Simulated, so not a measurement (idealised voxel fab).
Documented hereafter: the process module known as voxel self aligned contacts.
FYI the section here is cut, 180 nm wide, cells are 5 nm squares.
The cross-sections in this document take the form of a grid made of square cells. They are written out as bands, in order from top to bottom. Each band consists of one or more rows of cells. Top, bottom (nm), then materials left to right with widths (nm); lone material tagged "all across" fills the whole band edge to edge; "blank" = empty space. Heights are reckoned from 0. Under this level, the received wafer is all of one material. The bottommost band is open-ended downward, for example "0 -> down". It should be noted that a width expressed as "30 to 40" varies in equal increments from row to row of cells within the band, taking the value of the first number at the top row and that of the second number at the bottom row. For the purposes of this document, the phrase "no modifications" attached to a step denotes that no cell within the cross-section was modified by that step. For the entry "Trapped void list", the listed items are empty spaces with no open way to the top whose size is 8 cells or more; each item follows the pattern width x height at distance, where distance is from the left edge and all three are in nm. Text after the settings on a step's line: the simulator's own remark on that step. The optional step-line setting "overlay nm" applies to steps with a mask and quantifies how far to the right of its planned location the mask lay, a negative value indicating leftward placement.

# Planned step list for the process
1,RECEIVE [material Si]
2,CONFORMAL_DEP [material SiO2] [thk nm 5]
3,DIRECTIONAL_DEP [material polySi] [thk nm 25]
4,DIRECTIONAL_DEP [material SiN] [thk nm 20]
5,PATTERN [tone cover] [mask id GATE] [material resist] [width nm 25] [pitch nm 65] [thk nm 20] [overlay nm -15]
6,DIRECTIONAL_ETCH [etch materials SiN] [depth nm 20]
7,DIRECTIONAL_ETCH [etch materials polySi] [depth nm 25]
8,STRIP [etch materials resist]
9,CONFORMAL_DEP [material SiN] [thk nm 10]
10,DIRECTIONAL_ETCH [etch materials SiN] [depth nm 10]
11,FILL_DEP [material SiO2] [thk nm 20]
12,CMP [height nm 60]
13,PATTERN [tone open] [mask id CONTACT] [material resist] [width nm 50] [thk nm 15] [overlay nm 0]
14,DIRECTIONAL_ETCH [etch materials SiO2] [depth nm 60]
15,STRIP [etch materials resist]
16,CONFORMAL_DEP [material TiN] [thk nm 5]
17,FILL_DEP [material Ru] [thk nm 5]
18,CMP [height nm 60]
19,CONFORMAL_DEP [material SiCN] [thk nm 5]
The plan's step 5 overlay nm is the first wafer's value; the wafers differ in this setting and start identical.

# Cross-section of the first of several received wafers, showing its state after step 1
	0 -> down | Si all across
	Trapped void list: none

# What follows is a table in which each wafer occupies a row; for the wafer as it stands at the close of the module, the row states, material by material, how many cells have been gained (+) or lost (-) since receipt, and then gives its closed voids
overlay nm -15; +28 Ru; +36 SiCN; +112 SiN; +210 SiO2; +32 TiN; +50 polySi; Trapped void list: none
overlay nm -10; +28 Ru; +36 SiCN; +112 SiN; +210 SiO2; +32 TiN; +50 polySi; Trapped void list: none
overlay nm -5; +28 Ru; +36 SiCN; +112 SiN; +210 SiO2; +32 TiN; +50 polySi; Trapped void list: none
overlay nm 0; +28 Ru; +36 SiCN; +112 SiN; +210 SiO2; +32 TiN; +50 polySi; Trapped void list: none
overlay nm 5; +28 Ru; +36 SiCN; +112 SiN; +210 SiO2; +32 TiN; +50 polySi; Trapped void list: none
overlay nm 10; +28 Ru; +36 SiCN; +112 SiN; +210 SiO2; +32 TiN; +50 polySi; Trapped void list: none
overlay nm 15; +28 Ru; +36 SiCN; +112 SiN; +210 SiO2; +32 TiN; +50 polySi; Trapped void list: none
